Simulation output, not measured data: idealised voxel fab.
Title: Process Module voxel air gaps
The figure presents cross-section cut, which has a width of 250 nm and is divided into square cells with an edge length of 5 nm.
For the purposes of this document, a cross-section shall be understood as a grid of square cells, specified as bands listed in top-to-bottom order, each band consisting of one or more rows of cells. The band entry comprises the height of the band's top followed by the height of its bottom, expressed in nm, and subsequently the band's materials from left to right, each stated together with its width in nm. Where a single material is marked with the word "everywhere", that material fills the band from edge to edge. The word "air" represents empty space. A quick word on heights: they are counted from 0, and under that level the wafer as it came to us is one material throughout. The lowest band is different from the rest in having no bottom; it simply continues downward, written as in "0 -> down". Top row gets the first number, bottom row gets the second, and each row in between changes by the same step: that is how a band width like "30 to 40" works. Step note "stayed the same" = no cross-section cell changed. So "Fully sealed voids" is basically the list of trapped voids: any empty space of 8 cells or more that can't reach the top through an opening. They're written width x height at distance, the distance being from the left edge, and it's all nm. Heads up: the bit after the settings on a step's line is the simulator's remark on that step. For masked steps, "overlay nm" on the step line gives how far right of plan the mask actually lay; a minus sign means it lay to the left.
The steps planned for the process are as follows
1,RECEIVE [material Si]
2,CONFORMAL_DEP [material SiO2] [thk nm 15]
3,CONFORMAL_DEP [material SiN] [thk nm 5]
4,DIRECTIONAL_DEP [material SiO2] [thk nm 40]
5,DIRECTIONAL_DEP [material aC] [thk nm 15]
6,PATTERN [tone open] [mask id LINES] [material resist] [width nm 15] [pitch nm 40] [thk nm 35] [overlay nm 0]
7,DIRECTIONAL_ETCH [etch materials aC] [depth nm 15]
8,STRIP [etch materials resist]
9,DIRECTIONAL_ETCH [etch materials SiO2] [depth nm 40]
10,STRIP [etch materials aC]
11,CONFORMAL_DEP [material TiN] [thk nm 5]
12,FILL_DEP [material Cu] [thk nm 5]
13,CMP [height nm 60]
14,EPI [material Ru] [thk nm 10]
15,SELECTIVE_ETCH [etch materials SiO2] [depth nm 50]
16,CONFORMAL_DEP [material SiCN] [thk nm 5]
Cross-section, incoming material, after step 1
  0 -> down = Si everywhere
  Fully sealed voids: none
Module complete, cross-section. Starting point and plan per above. One mistake made in running the module
  75 -> 70 = 60 air | 125 SiCN | 65 air
  70 -> 60 = 60 air | 5 SiCN | 35 Ru | 5 SiCN | 35 Ru | 5 SiCN | 35 Ru | 5 SiCN | 65 air
  60 -> 55 = 60 air | 15 SiCN | 5 TiN | 5 Cu | 5 TiN | 25 SiCN | 5 TiN | 5 Cu | 5 TiN | 25 SiCN | 5 TiN | 5 Cu | 5 TiN | 15 SiCN | 65 air
  55 -> 40 = 70 air | 5 SiCN | 5 TiN | 5 Cu | 5 TiN | 5 SiCN | 15 air | 5 SiCN | 5 TiN | 5 Cu | 5 TiN | 5 SiCN | 15 air | 5 SiCN | 5 TiN | 5 Cu | 5 TiN | 5 SiCN | 75 air
  40 -> 35 = 75 SiCN | 15 TiN | 25 SiCN | 15 TiN | 25 SiCN | 15 TiN | 80 SiCN
  35 -> 30 = SiN everywhere
  30 -> 0 = SiO2 everywhere
  0 -> down = Si everywhere
  Fully sealed voids: 15 x 15 at 95; 15 x 15 at 135
Against the plan, the run slipped here: step 2 was run twice
